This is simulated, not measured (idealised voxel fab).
process module | voxel ribs on slabs
cross-section cut | 145 nm wide | cells 5 nm
A cross-section is a grid of square cells, given in bands from the top down. A band is one or more rows of cells.
Each band's line starts with the height of the band's top and of its bottom, in nm. Then come its materials from left to right, each with its width in nm. One material with "throughout" fills the band from edge to edge. "air" is empty space.
Height 0 is the level under which the wafer as received is all one material. The lowest band goes on downwards, as in "0 down".
A width such as "30 to 40" changes by the same amount from each row of cells to the next, from the band's top row to its bottom row.
"no change" after a step means that no cell of the cross-section changed.
closed voids: empty space of 8 cells or more with no open way to the top, each as width x height at its distance from the left edge, in nm
after a step's settings: what the simulator itself notes on the step
overlay nm, on a step with a mask: how far to the right of its planned place the mask lay; to the left if negative
plan
1 op RECEIVE | material Si
2 op DIRECTIONAL_DEP | material SiO2 | thk nm 25
3 op DIRECTIONAL_DEP | material polySi | thk nm 25
4 op PATTERN | tone cover | mask id RIB | material resist | width nm 20 | thk nm 15 | overlay nm 0
5 op DIRECTIONAL_ETCH | etch materials polySi | depth nm 15
6 op STRIP | etch materials resist
7 op MASKED_ETCH | tone cover | mask id SLAB | width nm 80 | etch materials polySi | depth nm 10 | overlay nm 0
8 op FILL_DEP | material SiO2 | thk nm 15
9 op CMP | height nm 60
10 op DIRECTIONAL_DEP | material TiN | thk nm 5
11 op PATTERN | tone cover | mask id HEATER | material resist | width nm 30 | thk nm 20 | overlay nm 0
12 op DIRECTIONAL_ETCH | etch materials TiN | depth nm 5
13 op STRIP | etch materials resist
14 op CONFORMAL_DEP | material SiN | thk nm 5
as received, after step 1
  0 down: Si throughout
  closed voids: none
first wafer at the end, as planned
  70 to 65: air 50 | SiN 40 | air 55
  65 to 60: SiN 55 | TiN 30 | SiN 60
  60 to 50: SiO2 throughout
  50 to 35: SiO2 60 | polySi 20 | SiO2 65
  35 to 25: SiO2 30 | polySi 80 | SiO2 35
  25 to 0: SiO2 throughout
  0 down: Si throughout
  closed voids: none
second wafer at the end: like start, like plan, one mistake
  70 to 65: air 50 | SiN 40 | air 55
  65 to 60: SiN 55 | TiN 30 | SiN 60
  60 to 50: SiO2 throughout
  50 to 35: SiO2 60 | polySi 20 | SiO2 65
  35 to 25: SiO2 25 | polySi 90 | SiO2 30
  25 to 0: SiO2 throughout
  0 down: Si throughout
  closed voids: none
what went wrong: step 7 ran as: op MASKED_ETCH | tone cover | mask id SLAB | width nm 90 | etch materials polySi | depth nm 10 | overlay nm 0
at the end the second wafer has, in cells: 4 fewer of SiO2 | 4 more of polySi
